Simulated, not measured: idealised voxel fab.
Name of the process module below: voxel local oxidation
Pictured: cross-section cut, 185 nm wide, on a grid of 5 nm square cells.
A cross-section is written here as square cells arranged in a grid, and it is given in bands from the top down, each band taking up one or more rows of cells. Band entry format. Leading values: height of top, height of bottom, nm. Remainder: materials in left-to-right order, each with its width in nm. Special words: "edge to edge" on a single material, which then fills the band edge to edge; "air", empty space. Height reference: 0 = level under which incoming wafer is all one material. Lowest band: no bottom, runs on downward, e.g. "from 0 down". Width "30 to 40": first value at the band's top row of cells, second value at its bottom row, equal change from row to row. The designation "nothing was modified", where it is given for a processing step, indicates that no cell of the cross-section was altered in the course of that step. "Cavities, sealed": empty spaces of 8 cells or more with no open way to the top, each given as width x height at distance, distance from the left edge, all in nm. The remark found on a step's line after its settings is issued by the simulator itself and pertains to that step. The "overlay nm" setting may appear on a step's line; for a step that uses a mask, it gives how far to the right of its planned position the mask lay, and a negative value indicates the left.
PLAN
1) RECEIVE,material Si
2) CONFORMAL_DEP,material SiO2,thk nm 5
3) CONFORMAL_DEP,material SiN,thk nm 10
4) MASKED_ETCH,tone cover,mask id ACTIVE,width nm 90,etch materials SiN,depth nm 10,overlay nm 0
5) SELECTIVE_ETCH,etch materials SiO2,depth nm 5
6) OXIDIZE,depth nm 10
7) STRIP,etch materials SiN
WHAT FOLLOWS COVERS THE FIRST OF TWO WAFERS; IT RAN AS PLANNED
AS RECEIVED, AFTER STEP 1
from 0 down | Si edge to edge
Cavities, sealed: none
SO THIS IS THE WAFER CROSS-SECTION RIGHT AFTER STEP 2
from 5 to 0 | SiO2 edge to edge
All layers under 0 are left as they were.
SO THIS IS THE WAFER CROSS-SECTION RIGHT AFTER STEP 3
from 15 to 5 | SiN edge to edge
All layers under 5 are left as they were.
SO THIS IS THE WAFER CROSS-SECTION RIGHT AFTER STEP 4
from 15 to 5 | air: 45 | SiN: 90 | air: 50
All layers under 5 are left as they were.
SO THIS IS THE WAFER CROSS-SECTION RIGHT AFTER STEP 5
from 15 to 5 | air: 45 | SiN: 90 | air: 50
from 5 to 0 | air: 50 | SiO2: 80 | air: 55
All layers under 0 are left as they were.
SO THIS IS THE WAFER CROSS-SECTION RIGHT AFTER STEP 6
from 15 to 5 | air: 45 | SiN: 90 | air: 50
from 5 to 0 | air: 50 | SiO2: 80 | air: 55
from 0 to -10 | SiO2: 60 | Si: 60 | SiO2: 65
All layers under -10 are left as they were.
SO THIS IS THE WAFER CROSS-SECTION RIGHT AFTER STEP 7
from 5 to 0 | air: 50 | SiO2: 80 | air: 55
All layers under 0 are left as they were.
SECOND WAFER, SAME STARTING STATE AND PLAN AS THE FIRST, ONE MISTAKE IN THE RUN, IDENTICAL THROUGH STEP 6
SECOND WAFER, SECTION VIEW, TIME POINT: SCHEDULED END OF STEP 7
from 0 to -10 | air: 60 | Si: 60 | air: 65
All layers under -10 are left as they were.
Misprocessing identified: step 7 ran as: STRIP,etch materials SiO2
End of process, cell counts, second wafer against first, materials with more or fewer: -66 SiO2
